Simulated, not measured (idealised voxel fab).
A process module follows: voxel ribs on slabs.
The cross-section shown here is cut; it is 190 nm wide and divided into square cells measuring 5 nm on a side.
How to read a cross-section here: the picture is a grid of square cells, written as bands going from the top down, and any band can span one or more rows of cells.
The entry gives the band's vertical extent as a top height and a bottom height in nm, then its horizontal make-up as materials from left to right, each with a width in nm. "empty" stands for empty space; a single material marked "throughout" fills the band edge to edge.
We count height from 0. Below that, the starting wafer is all one material. The lowest band never ends at the bottom but goes on down; see "0 nm and below" for how that is written.
The notation "30 to 40" denotes a width that varies across the rows of cells in the band, beginning at the first number in the top row, finishing at the second number in the bottom row, and changing by an identical amount from each row to the next.
No cell of the cross-section changed in a step that is given as "left unchanged".
"Unvented cavities" specifies each empty space that is not open to the top and that occupies no fewer than 8 cells, using the form width x height at distance, the distance measured from the left edge and all three quantities in nm.
It should be noted that, on the line of a given step, the content following the step's settings is a remark produced by the simulator itself with respect to that step.
A step's line can hold "overlay nm"; with a mask on that step, the setting says how far right of the planned place the mask lay, while a negative setting says it lay to the left.

[Planned step list for the process]
1. RECEIVE | material Si
2. DIRECTIONAL_DEP | material SiO2 | thk nm 30
3. DIRECTIONAL_DEP | material polySi | thk nm 15
4. MASKED_ETCH | tone cover | mask id RIB | width nm 25 | etch materials polySi | depth nm 10 | overlay nm 0
5. MASKED_ETCH | tone cover | mask id SLAB | width nm 65 | etch materials polySi | depth nm 5 | overlay nm 0
6. FILL_DEP | material SiO2 | thk nm 15
7. CMP | height nm 55
8. DIRECTIONAL_DEP | material TiN | thk nm 10
9. PATTERN | tone cover | mask id HEATER | material resist | width nm 35 | thk nm 15 | overlay nm 0
10. DIRECTIONAL_ETCH | etch materials TiN | depth nm 10
11. STRIP | etch materials resist
12. CONFORMAL_DEP | material SiN | thk nm 10

[First of the two wafers, run per plan]

[As received (post step 1): cross-section]
* 0 nm and below | Si throughout
* Unvented cavities: none

[Step 2 complete: cross-section through the wafer]
* 30 nm to 0 nm | SiO2 throughout
* Below a height of 0, the structure has not been altered.

[Step 3 complete: cross-section through the wafer]
* 45 nm to 30 nm | polySi throughout
* Below a height of 30, the structure has not been altered.

[Step 4 complete: cross-section through the wafer]
* 45 nm to 35 nm | empty: 80 | polySi: 25 | empty: 85
* Below a height of 35, the structure has not been altered.

[Step 5 complete: cross-section through the wafer]
* 45 nm to 35 nm | empty: 80 | polySi: 25 | empty: 85
* 35 nm to 30 nm | empty: 60 | polySi: 65 | empty: 65
* Below a height of 30, the structure has not been altered.

[Step 6 complete: cross-section through the wafer]
* 60 nm to 45 nm | SiO2 throughout
* 45 nm to 35 nm | SiO2: 80 | polySi: 25 | SiO2: 85
* 35 nm to 30 nm | SiO2: 60 | polySi: 65 | SiO2: 65
* Below a height of 30, the structure has not been altered.

[Step 7 complete: cross-section through the wafer]
* 55 nm to 45 nm | SiO2 throughout
* Below a height of 45, the structure has not been altered.

[Step 8 complete: cross-section through the wafer]
* 65 nm to 55 nm | TiN throughout
* Below a height of 55, the structure has not been altered.

[Step 9 complete: cross-section through the wafer]
* 80 nm to 65 nm | empty: 75 | resist: 35 | empty: 80
* Below a height of 65, the structure has not been altered.

[Step 10 complete: cross-section through the wafer]
* 80 nm to 65 nm | empty: 75 | resist: 35 | empty: 80
* 65 nm to 55 nm | empty: 75 | TiN: 35 | empty: 80
* Below a height of 55, the structure has not been altered.

[Step 11 complete: cross-section through the wafer]
* 65 nm to 55 nm | empty: 75 | TiN: 35 | empty: 80
* Below a height of 55, the structure has not been altered.

[Step 12 complete: cross-section through the wafer]
* 75 nm to 65 nm | empty: 65 | SiN: 55 | empty: 70
* 65 nm to 55 nm | SiN: 75 | TiN: 35 | SiN: 80
* Below a height of 55, the structure has not been altered.

[Here the second wafer is described. Its start and its plan were those of the first wafer. Its run contained one mistake. Up to and including step 3, it did exactly what the first wafer did]

[Look at the second wafer in cross-section at the time step 4 ought to have finished]
* 45 nm to 35 nm | empty: 80 | polySi: 30 | empty: 80
* Below a height of 35, the structure has not been altered.

[Look at the second wafer in cross-section at the time step 5 ought to have finished]
* 45 nm to 35 nm | empty: 80 | polySi: 30 | empty: 80
* 35 nm to 30 nm | empty: 60 | polySi: 65 | empty: 65
* Below a height of 30, the structure has not been altered.

[Look at the second wafer in cross-section at the time step 6 ought to have finished]
* 60 nm to 45 nm | SiO2 throughout
* 45 nm to 35 nm | SiO2: 80 | polySi: 30 | SiO2: 80
* 35 nm to 30 nm | SiO2: 60 | polySi: 65 | SiO2: 65
* Below a height of 30, the structure has not been altered.

[Look at the second wafer in cross-section at the time step 7 ought to have finished]
* 55 nm to 45 nm | SiO2 throughout
* Below a height of 45, the structure has not been altered.

[Look at the second wafer in cross-section at the time step 8 ought to have finished]
* 65 nm to 55 nm | TiN throughout
* Below a height of 55, the structure has not been altered.

[Look at the second wafer in cross-section at the time step 9 ought to have finished]
* 80 nm to 65 nm | empty: 75 | resist: 35 | empty: 80
* Below a height of 65, the structure has not been altered.

[Look at the second wafer in cross-section at the time step 10 ought to have finished]
* 80 nm to 65 nm | empty: 75 | resist: 35 | empty: 80
* 65 nm to 55 nm | empty: 75 | TiN: 35 | empty: 80
* Below a height of 55, the structure has not been altered.

[Look at the second wafer in cross-section at the time step 11 ought to have finished]
* 65 nm to 55 nm | empty: 75 | TiN: 35 | empty: 80
* Below a height of 55, the structure has not been altered.

[Look at the second wafer in cross-section at the time step 12 ought to have finished]
* 75 nm to 65 nm | empty: 65 | SiN: 55 | empty: 70
* 65 nm to 55 nm | SiN: 75 | TiN: 35 | SiN: 80
* Below a height of 55, the structure has not been altered.
Heads up, the wafer didn't run the way we planned it: step 4, actual vs plan mismatch, actual run MASKED_ETCH | tone cover | mask id RIB | width nm 30 | etch materials polySi | depth nm 10 | overlay nm 0
at the end the second wafer has, in cells: 2 fewer of SiO2, 2 more of polySi
